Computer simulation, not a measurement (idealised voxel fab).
A process module follows: voxel ribs on slabs.
The width of the displayed cross-section, cut, is 280 nm; its cells are square, with a size of 5 nm.
Think of the cross-section as a grid of square cells. We describe it in bands, top to bottom, and each band covers one or more rows of those cells. Each band's line starts with the height of the band's top and of its bottom, in nm. Then come its materials from left to right, each with its width in nm. One material with "throughout" fills the band from edge to edge. "empty" is empty space. Note: height 0 marks the level under which the wafer is uniformly one material as received. Lowest band unbounded below, written "0 and below". Think of "30 to 40" as a width that walks from the first number to the second as you go down the band, top row to bottom row, taking equal-sized steps from row to row. "nothing was modified" means the step left every cell of the cross-section as it was. In the "Cavities, closed" entry, you get each enclosed empty space of 8 cells or more, one with no open way to the top, written width x height at distance, distance from the left edge, in nm. Whatever follows a step's settings on its line is a remark the simulator itself makes about that step. The setting "overlay nm" may be written on the line of a step. When the step uses a mask, the value reports how far to the right of the planned place the mask lay, and a negative value reports that it lay to the left.
[Set out below are the planned steps of the process]
1 RECEIVE, material Si
2 DIRECTIONAL_DEP, material SiO2, thk nm 25
3 DIRECTIONAL_DEP, material SiN, thk nm 25
4 DIRECTIONAL_DEP, material aC, thk nm 15
5 PATTERN, tone cover, mask id RIB, material resist, width nm 30, thk nm 30, overlay nm 0
6 DIRECTIONAL_ETCH, etch materials aC, depth nm 15
7 STRIP, etch materials resist
8 DIRECTIONAL_ETCH, etch materials SiN, depth nm 15
9 STRIP, etch materials aC
10 PATTERN, tone cover, mask id SLAB, material resist, width nm 60, thk nm 20, overlay nm 0
11 DIRECTIONAL_ETCH, etch materials SiN, depth nm 10
12 STRIP, etch materials resist
13 FILL_DEP, material SiO2, thk nm 20
14 CMP, height nm 60
15 DIRECTIONAL_DEP, material TiN, thk nm 5
16 MASKED_ETCH, tone cover, mask id HEATER, width nm 40, etch materials TiN, depth nm 5, overlay nm 0
17 CONFORMAL_DEP, material SiN, thk nm 5
[On the first of the two wafers: run conducted according to plan]
[Step 1 complete: cross-section of the wafer as received]
    0 and below | Si throughout
    Cavities, closed: none
[So this is the wafer cross-section right after step 2]
    25 down to 0 | SiO2 throughout
    Everything below 0 is unchanged.
[So this is the wafer cross-section right after step 3]
    50 down to 25 | SiN throughout
    Everything below 25 is unchanged.
[So this is the wafer cross-section right after step 4]
    65 down to 50 | aC throughout
    Everything below 50 is unchanged.
[So this is the wafer cross-section right after step 5]
    95 down to 65 | 125 empty, then 30 resist, then 125 empty
    Everything below 65 is unchanged.
[So this is the wafer cross-section right after step 6]
    80 down to 65 | 125 empty, then 30 resist, then 125 empty
    65 down to 50 | 125 empty, then 30 aC, then 125 empty
    Everything below 50 is unchanged.
[So this is the wafer cross-section right after step 7]
    65 down to 50 | 125 empty, then 30 aC, then 125 empty
    Everything below 50 is unchanged.
[So this is the wafer cross-section right after step 8]
    65 down to 50 | 125 empty, then 30 aC, then 125 empty
    50 down to 35 | 125 empty, then 30 SiN, then 125 empty
    Everything below 35 is unchanged.
[So this is the wafer cross-section right after step 9]
    50 down to 35 | 125 empty, then 30 SiN, then 125 empty
    Everything below 35 is unchanged.
[So this is the wafer cross-section right after step 10]
    70 down to 50 | 110 empty, then 60 resist, then 110 empty
    50 down to 35 | 110 empty, then 15 resist, then 30 SiN, then 15 resist, then 110 empty
    Everything below 35 is unchanged.
[So this is the wafer cross-section right after step 11]
    70 down to 50 | 110 empty, then 60 resist, then 110 empty
    50 down to 35 | 110 empty, then 15 resist, then 30 SiN, then 15 resist, then 110 empty
    35 down to 25 | 110 empty, then 60 SiN, then 110 empty
    Everything below 25 is unchanged.
[So this is the wafer cross-section right after step 12]
    50 down to 35 | 125 empty, then 30 SiN, then 125 empty
    Everything below 35 is unchanged.
[So this is the wafer cross-section right after step 13]
    70 down to 50 | SiO2 throughout
    50 down to 35 | 125 SiO2, then 30 SiN, then 125 SiO2
    35 down to 25 | 110 SiO2, then 60 SiN, then 110 SiO2
    Everything below 25 is unchanged.
[So this is the wafer cross-section right after step 14]
    60 down to 50 | SiO2 throughout
    Everything below 50 is unchanged.
[So this is the wafer cross-section right after step 15]
    65 down to 60 | TiN throughout
    Everything below 60 is unchanged.
[So this is the wafer cross-section right after step 16]
    65 down to 60 | 120 empty, then 40 TiN, then 120 empty
    Everything below 60 is unchanged.
[So this is the wafer cross-section right after step 17]
    70 down to 65 | 115 empty, then 50 SiN, then 115 empty
    65 down to 60 | 120 SiN, then 40 TiN, then 120 SiN
    Everything below 60 is unchanged.
[Second Wafer (Identical Start and Plan, One Processing Error; Matches First Wafer Through Step 7)]
[Cross-sectional representation of the second wafer at the time designated in the plan for the completion of step 8]
    65 down to 50 | 125 empty, then 30 aC, then 125 empty
    50 down to 30 | 125 empty, then 30 SiN, then 125 empty
    Everything below 30 is unchanged.
[Cross-sectional representation of the second wafer at the time designated in the plan for the completion of step 9]
    50 down to 30 | 125 empty, then 30 SiN, then 125 empty
    Everything below 30 is unchanged.
[Cross-sectional representation of the second wafer at the time designated in the plan for the completion of step 10]
    70 down to 50 | 110 empty, then 60 resist, then 110 empty
    50 down to 30 | 110 empty, then 15 resist, then 30 SiN, then 15 resist, then 110 empty
    Everything below 30 is unchanged.
[Cross-sectional representation of the second wafer at the time designated in the plan for the completion of step 11]
    70 down to 50 | 110 empty, then 60 resist, then 110 empty
    50 down to 30 | 110 empty, then 15 resist, then 30 SiN, then 15 resist, then 110 empty
    30 down to 25 | 110 empty, then 60 SiN, then 110 empty
    Everything below 25 is unchanged.
[Cross-sectional representation of the second wafer at the time designated in the plan for the completion of step 12]
    50 down to 30 | 125 empty, then 30 SiN, then 125 empty
    Everything below 30 is unchanged.
[Cross-sectional representation of the second wafer at the time designated in the plan for the completion of step 13]
    70 down to 50 | SiO2 throughout
    50 down to 30 | 125 SiO2, then 30 SiN, then 125 SiO2
    30 down to 25 | 110 SiO2, then 60 SiN, then 110 SiO2
    Everything below 25 is unchanged.
[Cross-sectional representation of the second wafer at the time designated in the plan for the completion of step 14]
    60 down to 50 | SiO2 throughout
    Everything below 50 is unchanged.
[Cross-sectional representation of the second wafer at the time designated in the plan for the completion of step 15]
    65 down to 60 | TiN throughout
    Everything below 60 is unchanged.
[Cross-sectional representation of the second wafer at the time designated in the plan for the completion of step 16]
    65 down to 60 | 120 empty, then 40 TiN, then 120 empty
    Everything below 60 is unchanged.
[Cross-sectional representation of the second wafer at the time designated in the plan for the completion of step 17]
    70 down to 65 | 115 empty, then 50 SiN, then 115 empty
    65 down to 60 | 120 SiN, then 40 TiN, then 120 SiN
    Everything below 60 is unchanged.
Heads up, the wafer didn't run the way we planned it: in deviation from the planned setting, step 8 was conducted as DIRECTIONAL_ETCH, etch materials SiN, depth nm 20
Count the cells at the end and the second wafer has more or fewer of some materials than the first: SiN -6 | SiO2 +6
